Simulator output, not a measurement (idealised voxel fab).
process module | voxel wiring stack
cross-section cut | 225 nm wide | cells 5 nm
A cross-section is a grid of square cells, given in bands from the top down. A band is one or more rows of cells.
Each band's line starts with the height of the band's top and of its bottom, in nm. Then come its materials from left to right, each with its width in nm. One material with "throughout" fills the band from edge to edge. "air" is empty space.
Height 0 is the level under which the wafer as received is all one material. The lowest band goes on downwards, as in "0 down".
A width such as "30 to 40" changes by the same amount from each row of cells to the next, from the band's top row to its bottom row.
"no change" after a step means that no cell of the cross-section changed.
closed voids: empty space of 8 cells or more with no open way to the top, each as width x height at its distance from the left edge, in nm
after a step's settings: what the simulator itself notes on the step
overlay nm, on a step with a mask: how far to the right of its planned place the mask lay; to the left if negative
plan
1 op RECEIVE | material Si
2 op CONFORMAL_DEP | material SiO2 | thk nm 15
3 op DIRECTIONAL_DEP | material TiN | thk nm 5
4 op DIRECTIONAL_DEP | material Ru | thk nm 25
5 op PATTERN | tone cover | mask id METAL_1 | material resist | width nm 25 | pitch nm 40 | thk nm 20 | overlay nm 0
6 op DIRECTIONAL_ETCH | etch materials Ru | depth nm 25
7 op DIRECTIONAL_ETCH | etch materials TiN | depth nm 5
8 op STRIP | etch materials resist
9 op FILL_DEP | material SiO2 | thk nm 5
10 op CMP | height nm 45
11 op CONFORMAL_DEP | material SiCN | thk nm 5
12 op DIRECTIONAL_DEP | material SiO2 | thk nm 30
13 op PATTERN | tone open | mask id METAL_2_HOLES | material resist | width nm 15 | pitch nm 40 | thk nm 15 | overlay nm 0
14 op DIRECTIONAL_ETCH | etch materials SiO2 | depth nm 30
15 op STRIP | etch materials resist
16 op DIRECTIONAL_DEP | material aC | thk nm 15
17 op PATTERN | tone open | mask id METAL_2 | material resist | width nm 25 | pitch nm 40 | thk nm 35 | overlay nm 0
18 op DIRECTIONAL_ETCH | etch materials aC | depth nm 15
19 op STRIP | etch materials resist
20 op DIRECTIONAL_ETCH | etch materials SiO2 | depth nm 20
21 op DIRECTIONAL_ETCH | etch materials SiCN | depth nm 5
22 op STRIP | etch materials aC
23 op CONFORMAL_DEP | material TiN | thk nm 5
24 op FILL_DEP | material Ru | thk nm 10
25 op CMP | height nm 80
26 op CONFORMAL_DEP | material SiCN | thk nm 5
27 op DIRECTIONAL_DEP | material SiO2 | thk nm 35
28 op MASKED_ETCH | tone open | mask id METAL_3_HOLES | width nm 15 | etch materials SiO2 | depth nm 35 | overlay nm 0
29 op DIRECTIONAL_DEP | material aC | thk nm 10
30 op PATTERN | tone open | mask id METAL_3 | material resist | width nm 25 | pitch nm 40 | thk nm 25 | overlay nm 0
31 op DIRECTIONAL_ETCH | etch materials aC | depth nm 10
32 op STRIP | etch materials resist
33 op DIRECTIONAL_ETCH | etch materials SiO2 | depth nm 20
34 op DIRECTIONAL_ETCH | etch materials SiCN | depth nm 5
35 op STRIP | etch materials aC
36 op CONFORMAL_DEP | material TiN | thk nm 5
37 op FILL_DEP | material Cu | thk nm 10
38 op CMP | height nm 120
39 op CONFORMAL_DEP | material SiCN | thk nm 5
40 op DIRECTIONAL_DEP | material SiO2 | thk nm 25
41 op PATTERN | tone open | mask id METAL_4_HOLES | material resist | width nm 15 | thk nm 15 | overlay nm 0
42 op DIRECTIONAL_ETCH | etch materials SiO2 | depth nm 25
43 op STRIP | etch materials resist
44 op MASKED_ETCH | tone open | mask id METAL_4 | width nm 25 | pitch nm 40 | etch materials SiO2 | depth nm 15 | overlay nm 0
45 op MASKED_ETCH | tone open | mask id METAL_4 | width nm 25 | pitch nm 40 | etch materials SiCN | depth nm 5 | overlay nm 0
46 op CONFORMAL_DEP | material TiN | thk nm 5
47 op FILL_DEP | material Ru | thk nm 10
48 op CMP | height nm 150
49 op CONFORMAL_DEP | material SiN | thk nm 5
first wafer, as planned
as received, after step 1
  0 down: Si throughout
  closed voids: none
after step 2
  15 to 0: SiO2 throughout
  below 0: unchanged
after step 3
  20 to 15: TiN throughout
  below 15: unchanged
after step 4
  45 to 20: Ru throughout
  below 20: unchanged
after step 5
  65 to 45: air 80 | resist 25 | air 15 | resist 25 | air 80
  below 45: unchanged
after step 6
  65 to 45: air 80 | resist 25 | air 15 | resist 25 | air 80
  45 to 20: air 80 | Ru 25 | air 15 | Ru 25 | air 80
  below 20: unchanged
after step 7
  65 to 45: air 80 | resist 25 | air 15 | resist 25 | air 80
  45 to 20: air 80 | Ru 25 | air 15 | Ru 25 | air 80
  20 to 15: air 80 | TiN 25 | air 15 | TiN 25 | air 80
  below 15: unchanged
after step 8
  45 to 20: air 80 | Ru 25 | air 15 | Ru 25 | air 80
  below 20: unchanged
after step 9
  50 to 45: SiO2 throughout
  45 to 20: SiO2 80 | Ru 25 | SiO2 15 | Ru 25 | SiO2 80
  20 to 15: SiO2 80 | TiN 25 | SiO2 15 | TiN 25 | SiO2 80
  below 15: unchanged
after step 10
  45 to 20: SiO2 80 | Ru 25 | SiO2 15 | Ru 25 | SiO2 80
  below 20: unchanged
after step 11
  50 to 45: SiCN throughout
  below 45: unchanged
after step 12
  80 to 50: SiO2 throughout
  below 50: unchanged
after step 13
  95 to 80: resist 80 | air 15 | resist 25 | air 15 | resist 90
  below 80: unchanged
after step 14
  95 to 80: resist 80 | air 15 | resist 25 | air 15 | resist 90
  80 to 50: SiO2 80 | air 15 | SiO2 25 | air 15 | SiO2 90
  below 50: unchanged
after step 15
  80 to 50: SiO2 80 | air 15 | SiO2 25 | air 15 | SiO2 90
  below 50: unchanged
after step 16
  95 to 80: aC 80 | air 15 | aC 25 | air 15 | aC 90
  80 to 65: SiO2 80 | air 15 | SiO2 25 | air 15 | SiO2 90
  65 to 50: SiO2 80 | aC 15 | SiO2 25 | aC 15 | SiO2 90
  below 50: unchanged
after step 17
  130 to 95: resist 80 | air 25 | resist 15 | air 25 | resist 80
  below 95: unchanged
after step 18
  115 to 95: resist 80 | air 25 | resist 15 | air 25 | resist 80
  95 to 80: aC 80 | air 25 | aC 15 | air 25 | aC 80
  80 to 50: SiO2 80 | air 15 | SiO2 25 | air 15 | SiO2 90
  below 50: unchanged
after step 19
  95 to 80: aC 80 | air 25 | aC 15 | air 25 | aC 80
  below 80: unchanged
after step 20
  95 to 80: aC 80 | air 25 | aC 15 | air 25 | aC 80
  80 to 60: SiO2 80 | air 25 | SiO2 15 | air 25 | SiO2 80
  below 60: unchanged
after step 21
  95 to 80: aC 80 | air 25 | aC 15 | air 25 | aC 80
  80 to 60: SiO2 80 | air 25 | SiO2 15 | air 25 | SiO2 80
  60 to 50: SiO2 80 | air 15 | SiO2 25 | air 15 | SiO2 90
  50 to 45: SiCN 80 | air 15 | SiCN 25 | air 15 | SiCN 90
  below 45: unchanged
after step 22
  80 to 60: SiO2 80 | air 25 | SiO2 15 | air 25 | SiO2 80
  below 60: unchanged
after step 23
  85 to 80: TiN 85 | air 15 | TiN 25 | air 15 | TiN 85
  80 to 65: SiO2 80 | TiN 5 | air 15 | TiN 5 | SiO2 15 | TiN 5 | air 15 | TiN 5 | SiO2 80
  65 to 60: SiO2 80 | TiN 5 | air 5 | TiN 15 | SiO2 15 | TiN 5 | air 5 | TiN 15 | SiO2 80
  60 to 50: SiO2 80 | TiN 5 | air 5 | TiN 5 | SiO2 25 | TiN 5 | air 5 | TiN 5 | SiO2 90
  50 to 45: SiCN 80 | TiN 15 | SiCN 25 | TiN 15 | SiCN 90
  below 45: unchanged
after step 24
  95 to 85: Ru throughout
  85 to 80: TiN 85 | Ru 15 | TiN 25 | Ru 15 | TiN 85
  80 to 65: SiO2 80 | TiN 5 | Ru 15 | TiN 5 | SiO2 15 | TiN 5 | Ru 15 | TiN 5 | SiO2 80
  65 to 60: SiO2 80 | TiN 5 | Ru 5 | TiN 15 | SiO2 15 | TiN 5 | Ru 5 | TiN 15 | SiO2 80
  60 to 50: SiO2 80 | TiN 5 | Ru 5 | TiN 5 | SiO2 25 | TiN 5 | Ru 5 | TiN 5 | SiO2 90
  below 50: unchanged
after step 25
  80 to 65: SiO2 80 | TiN 5 | Ru 15 | TiN 5 | SiO2 15 | TiN 5 | Ru 15 | TiN 5 | SiO2 80
  below 65: unchanged
after step 26
  85 to 80: SiCN throughout
  below 80: unchanged
after step 27
  120 to 85: SiO2 throughout
  below 85: unchanged
after step 28
  120 to 85: SiO2 80 | air 15 | SiO2 130
  below 85: unchanged
after step 29
  130 to 120: aC 80 | air 15 | aC 130
  120 to 95: SiO2 80 | air 15 | SiO2 130
  95 to 85: SiO2 80 | aC 15 | SiO2 130
  below 85: unchanged
after step 30
  155 to 130: resist 80 | air 25 | resist 15 | air 25 | resist 80
  below 130: unchanged
after step 31
  145 to 130: resist 80 | air 25 | resist 15 | air 25 | resist 80
  130 to 120: aC 80 | air 25 | aC 15 | air 25 | aC 80
  120 to 85: SiO2 80 | air 15 | SiO2 130
  below 85: unchanged
after step 32
  130 to 120: aC 80 | air 25 | aC 15 | air 25 | aC 80
  below 120: unchanged
after step 33
  130 to 120: aC 80 | air 25 | aC 15 | air 25 | aC 80
  120 to 100: SiO2 80 | air 25 | SiO2 15 | air 25 | SiO2 80
  below 100: unchanged
after step 34
  130 to 120: aC 80 | air 25 | aC 15 | air 25 | aC 80
  120 to 100: SiO2 80 | air 25 | SiO2 15 | air 25 | SiO2 80
  100 to 85: SiO2 80 | air 15 | SiO2 130
  85 to 80: SiCN 80 | air 15 | SiCN 130
  below 80: unchanged
after step 35
  120 to 100: SiO2 80 | air 25 | SiO2 15 | air 25 | SiO2 80
  below 100: unchanged
after step 36
  125 to 120: TiN 85 | air 15 | TiN 25 | air 15 | TiN 85
  120 to 105: SiO2 80 | TiN 5 | air 15 | TiN 5 | SiO2 15 | TiN 5 | air 15 | TiN 5 | SiO2 80
  105 to 100: SiO2 80 | TiN 5 | air 5 | TiN 15 | SiO2 15 | TiN 25 | SiO2 80
  100 to 85: SiO2 80 | TiN 5 | air 5 | TiN 5 | SiO2 130
  85 to 80: SiCN 80 | TiN 15 | SiCN 130
  below 80: unchanged
after step 37
  135 to 125: Cu throughout
  125 to 120: TiN 85 | Cu 15 | TiN 25 | Cu 15 | TiN 85
  120 to 105: SiO2 80 | TiN 5 | Cu 15 | TiN 5 | SiO2 15 | TiN 5 | Cu 15 | TiN 5 | SiO2 80
  105 to 100: SiO2 80 | TiN 5 | Cu 5 | TiN 15 | SiO2 15 | TiN 25 | SiO2 80
  100 to 85: SiO2 80 | TiN 5 | Cu 5 | TiN 5 | SiO2 130
  below 85: unchanged
after step 38
  120 to 105: SiO2 80 | TiN 5 | Cu 15 | TiN 5 | SiO2 15 | TiN 5 | Cu 15 | TiN 5 | SiO2 80
  below 105: unchanged
after step 39
  125 to 120: SiCN throughout
  below 120: unchanged
after step 40
  150 to 125: SiO2 throughout
  below 125: unchanged
after step 41
  165 to 150: resist 80 | air 15 | resist 130
  below 150: unchanged
after step 42
  165 to 150: resist 80 | air 15 | resist 130
  150 to 125: SiO2 80 | air 15 | SiO2 130
  below 125: unchanged
after step 43
  150 to 125: SiO2 80 | air 15 | SiO2 130
  below 125: unchanged
after step 44
  150 to 135: SiO2 80 | air 25 | SiO2 15 | air 25 | SiO2 80
  below 135: unchanged
after step 45
  150 to 135: SiO2 80 | air 25 | SiO2 15 | air 25 | SiO2 80
  135 to 125: SiO2 80 | air 15 | SiO2 130
  125 to 120: SiCN 80 | air 15 | SiCN 130
  below 120: unchanged
after step 46
  155 to 150: TiN 85 | air 15 | TiN 25 | air 15 | TiN 85
  150 to 140: SiO2 80 | TiN 5 | air 15 | TiN 5 | SiO2 15 | TiN 5 | air 15 | TiN 5 | SiO2 80
  140 to 135: SiO2 80 | TiN 5 | air 5 | TiN 15 | SiO2 15 | TiN 25 | SiO2 80
  135 to 125: SiO2 80 | TiN 5 | air 5 | TiN 5 | SiO2 130
  125 to 120: SiCN 80 | TiN 15 | SiCN 130
  below 120: unchanged
after step 47
  165 to 155: Ru throughout
  155 to 150: TiN 85 | Ru 15 | TiN 25 | Ru 15 | TiN 85
  150 to 140: SiO2 80 | TiN 5 | Ru 15 | TiN 5 | SiO2 15 | TiN 5 | Ru 15 | TiN 5 | SiO2 80
  140 to 135: SiO2 80 | TiN 5 | Ru 5 | TiN 15 | SiO2 15 | TiN 25 | SiO2 80
  135 to 125: SiO2 80 | TiN 5 | Ru 5 | TiN 5 | SiO2 130
  below 125: unchanged
after step 48
  150 to 140: SiO2 80 | TiN 5 | Ru 15 | TiN 5 | SiO2 15 | TiN 5 | Ru 15 | TiN 5 | SiO2 80
  below 140: unchanged
after step 49
  155 to 150: SiN throughout
  below 150: unchanged
second wafer: like start, like plan, one mistake. Through step 2 it matches the first wafer
when step 3 should have ended: no change
when step 4 should have ended
  40 to 15: Ru throughout
  below 15: unchanged
when step 5 should have ended
  60 to 40: air 80 | resist 25 | air 15 | resist 25 | air 80
  below 40: unchanged
when step 6 should have ended
  60 to 40: air 80 | resist 25 | air 15 | resist 25 | air 80
  40 to 15: air 80 | Ru 25 | air 15 | Ru 25 | air 80
  below 15: unchanged
when step 7 should have ended: no change
when step 8 should have ended
  40 to 15: air 80 | Ru 25 | air 15 | Ru 25 | air 80
  below 15: unchanged
when step 9 should have ended
  45 to 40: SiO2 throughout
  40 to 15: SiO2 80 | Ru 25 | SiO2 15 | Ru 25 | SiO2 80
  below 15: unchanged
when step 10 should have ended: no change
when step 11 should have ended
  50 to 45: SiCN throughout
  below 45: unchanged
when step 12 should have ended
  80 to 50: SiO2 throughout
  below 50: unchanged
when step 13 should have ended
  95 to 80: resist 80 | air 15 | resist 25 | air 15 | resist 90
  below 80: unchanged
when step 14 should have ended
  95 to 80: resist 80 | air 15 | resist 25 | air 15 | resist 90
  80 to 50: SiO2 80 | air 15 | SiO2 25 | air 15 | SiO2 90
  below 50: unchanged
when step 15 should have ended
  80 to 50: SiO2 80 | air 15 | SiO2 25 | air 15 | SiO2 90
  below 50: unchanged
when step 16 should have ended
  95 to 80: aC 80 | air 15 | aC 25 | air 15 | aC 90
  80 to 65: SiO2 80 | air 15 | SiO2 25 | air 15 | SiO2 90
  65 to 50: SiO2 80 | aC 15 | SiO2 25 | aC 15 | SiO2 90
  below 50: unchanged
when step 17 should have ended
  130 to 95: resist 80 | air 25 | resist 15 | air 25 | resist 80
  below 95: unchanged
when step 18 should have ended
  115 to 95: resist 80 | air 25 | resist 15 | air 25 | resist 80
  95 to 80: aC 80 | air 25 | aC 15 | air 25 | aC 80
  80 to 50: SiO2 80 | air 15 | SiO2 25 | air 15 | SiO2 90
  below 50: unchanged
when step 19 should have ended
  95 to 80: aC 80 | air 25 | aC 15 | air 25 | aC 80
  below 80: unchanged
when step 20 should have ended
  95 to 80: aC 80 | air 25 | aC 15 | air 25 | aC 80
  80 to 60: SiO2 80 | air 25 | SiO2 15 | air 25 | SiO2 80
  below 60: unchanged
when step 21 should have ended
  95 to 80: aC 80 | air 25 | aC 15 | air 25 | aC 80
  80 to 60: SiO2 80 | air 25 | SiO2 15 | air 25 | SiO2 80
  60 to 50: SiO2 80 | air 15 | SiO2 25 | air 15 | SiO2 90
  50 to 45: SiCN 80 | air 15 | SiCN 25 | air 15 | SiCN 90
  below 45: unchanged
when step 22 should have ended
  80 to 60: SiO2 80 | air 25 | SiO2 15 | air 25 | SiO2 80
  below 60: unchanged
when step 23 should have ended
  85 to 80: TiN 85 | air 15 | TiN 25 | air 15 | TiN 85
  80 to 65: SiO2 80 | TiN 5 | air 15 | TiN 5 | SiO2 15 | TiN 5 | air 15 | TiN 5 | SiO2 80
  65 to 60: SiO2 80 | TiN 5 | air 5 | TiN 15 | SiO2 15 | TiN 5 | air 5 | TiN 15 | SiO2 80
  60 to 50: SiO2 80 | TiN 5 | air 5 | TiN 5 | SiO2 25 | TiN 5 | air 5 | TiN 5 | SiO2 90
  50 to 45: SiCN 80 | TiN 15 | SiCN 25 | TiN 15 | SiCN 90
  below 45: unchanged
when step 24 should have ended
  95 to 85: Ru throughout
  85 to 80: TiN 85 | Ru 15 | TiN 25 | Ru 15 | TiN 85
  80 to 65: SiO2 80 | TiN 5 | Ru 15 | TiN 5 | SiO2 15 | TiN 5 | Ru 15 | TiN 5 | SiO2 80
  65 to 60: SiO2 80 | TiN 5 | Ru 5 | TiN 15 | SiO2 15 | TiN 5 | Ru 5 | TiN 15 | SiO2 80
  60 to 50: SiO2 80 | TiN 5 | Ru 5 | TiN 5 | SiO2 25 | TiN 5 | Ru 5 | TiN 5 | SiO2 90
  below 50: unchanged
when step 25 should have ended
  80 to 65: SiO2 80 | TiN 5 | Ru 15 | TiN 5 | SiO2 15 | TiN 5 | Ru 15 | TiN 5 | SiO2 80
  below 65: unchanged
when step 26 should have ended
  85 to 80: SiCN throughout
  below 80: unchanged
when step 27 should have ended
  120 to 85: SiO2 throughout
  below 85: unchanged
when step 28 should have ended
  120 to 85: SiO2 80 | air 15 | SiO2 130
  below 85: unchanged
when step 29 should have ended
  130 to 120: aC 80 | air 15 | aC 130
  120 to 95: SiO2 80 | air 15 | SiO2 130
  95 to 85: SiO2 80 | aC 15 | SiO2 130
  below 85: unchanged
when step 30 should have ended
  155 to 130: resist 80 | air 25 | resist 15 | air 25 | resist 80
  below 130: unchanged
when step 31 should have ended
  145 to 130: resist 80 | air 25 | resist 15 | air 25 | resist 80
  130 to 120: aC 80 | air 25 | aC 15 | air 25 | aC 80
  120 to 85: SiO2 80 | air 15 | SiO2 130
  below 85: unchanged
when step 32 should have ended
  130 to 120: aC 80 | air 25 | aC 15 | air 25 | aC 80
  below 120: unchanged
when step 33 should have ended
  130 to 120: aC 80 | air 25 | aC 15 | air 25 | aC 80
  120 to 100: SiO2 80 | air 25 | SiO2 15 | air 25 | SiO2 80
  below 100: unchanged
when step 34 should have ended
  130 to 120: aC 80 | air 25 | aC 15 | air 25 | aC 80
  120 to 100: SiO2 80 | air 25 | SiO2 15 | air 25 | SiO2 80
  100 to 85: SiO2 80 | air 15 | SiO2 130
  85 to 80: SiCN 80 | air 15 | SiCN 130
  below 80: unchanged
when step 35 should have ended
  120 to 100: SiO2 80 | air 25 | SiO2 15 | air 25 | SiO2 80
  below 100: unchanged
when step 36 should have ended
  125 to 120: TiN 85 | air 15 | TiN 25 | air 15 | TiN 85
  120 to 105: SiO2 80 | TiN 5 | air 15 | TiN 5 | SiO2 15 | TiN 5 | air 15 | TiN 5 | SiO2 80
  105 to 100: SiO2 80 | TiN 5 | air 5 | TiN 15 | SiO2 15 | TiN 25 | SiO2 80
  100 to 85: SiO2 80 | TiN 5 | air 5 | TiN 5 | SiO2 130
  85 to 80: SiCN 80 | TiN 15 | SiCN 130
  below 80: unchanged
when step 37 should have ended
  135 to 125: Cu throughout
  125 to 120: TiN 85 | Cu 15 | TiN 25 | Cu 15 | TiN 85
  120 to 105: SiO2 80 | TiN 5 | Cu 15 | TiN 5 | SiO2 15 | TiN 5 | Cu 15 | TiN 5 | SiO2 80
  105 to 100: SiO2 80 | TiN 5 | Cu 5 | TiN 15 | SiO2 15 | TiN 25 | SiO2 80
  100 to 85: SiO2 80 | TiN 5 | Cu 5 | TiN 5 | SiO2 130
  below 85: unchanged
when step 38 should have ended
  120 to 105: SiO2 80 | TiN 5 | Cu 15 | TiN 5 | SiO2 15 | TiN 5 | Cu 15 | TiN 5 | SiO2 80
  below 105: unchanged
when step 39 should have ended
  125 to 120: SiCN throughout
  below 120: unchanged
when step 40 should have ended
  150 to 125: SiO2 throughout
  below 125: unchanged
when step 41 should have ended
  165 to 150: resist 80 | air 15 | resist 130
  below 150: unchanged
when step 42 should have ended
  165 to 150: resist 80 | air 15 | resist 130
  150 to 125: SiO2 80 | air 15 | SiO2 130
  below 125: unchanged
when step 43 should have ended
  150 to 125: SiO2 80 | air 15 | SiO2 130
  below 125: unchanged
when step 44 should have ended
  150 to 135: SiO2 80 | air 25 | SiO2 15 | air 25 | SiO2 80
  below 135: unchanged
when step 45 should have ended
  150 to 135: SiO2 80 | air 25 | SiO2 15 | air 25 | SiO2 80
  135 to 125: SiO2 80 | air 15 | SiO2 130
  125 to 120: SiCN 80 | air 15 | SiCN 130
  below 120: unchanged
when step 46 should have ended
  155 to 150: TiN 85 | air 15 | TiN 25 | air 15 | TiN 85
  150 to 140: SiO2 80 | TiN 5 | air 15 | TiN 5 | SiO2 15 | TiN 5 | air 15 | TiN 5 | SiO2 80
  140 to 135: SiO2 80 | TiN 5 | air 5 | TiN 15 | SiO2 15 | TiN 25 | SiO2 80
  135 to 125: SiO2 80 | TiN 5 | air 5 | TiN 5 | SiO2 130
  125 to 120: SiCN 80 | TiN 15 | SiCN 130
  below 120: unchanged
when step 47 should have ended
  165 to 155: Ru throughout
  155 to 150: TiN 85 | Ru 15 | TiN 25 | Ru 15 | TiN 85
  150 to 140: SiO2 80 | TiN 5 | Ru 15 | TiN 5 | SiO2 15 | TiN 5 | Ru 15 | TiN 5 | SiO2 80
  140 to 135: SiO2 80 | TiN 5 | Ru 5 | TiN 15 | SiO2 15 | TiN 25 | SiO2 80
  135 to 125: SiO2 80 | TiN 5 | Ru 5 | TiN 5 | SiO2 130
  below 125: unchanged
when step 48 should have ended
  150 to 140: SiO2 80 | TiN 5 | Ru 15 | TiN 5 | SiO2 15 | TiN 5 | Ru 15 | TiN 5 | SiO2 80
  below 140: unchanged
when step 49 should have ended
  155 to 150: SiN throughout
  below 150: unchanged
what went wrong: step 3 was left out
at the end the second wafer has, in cells: 10 more of SiO2 | 10 fewer of TiN
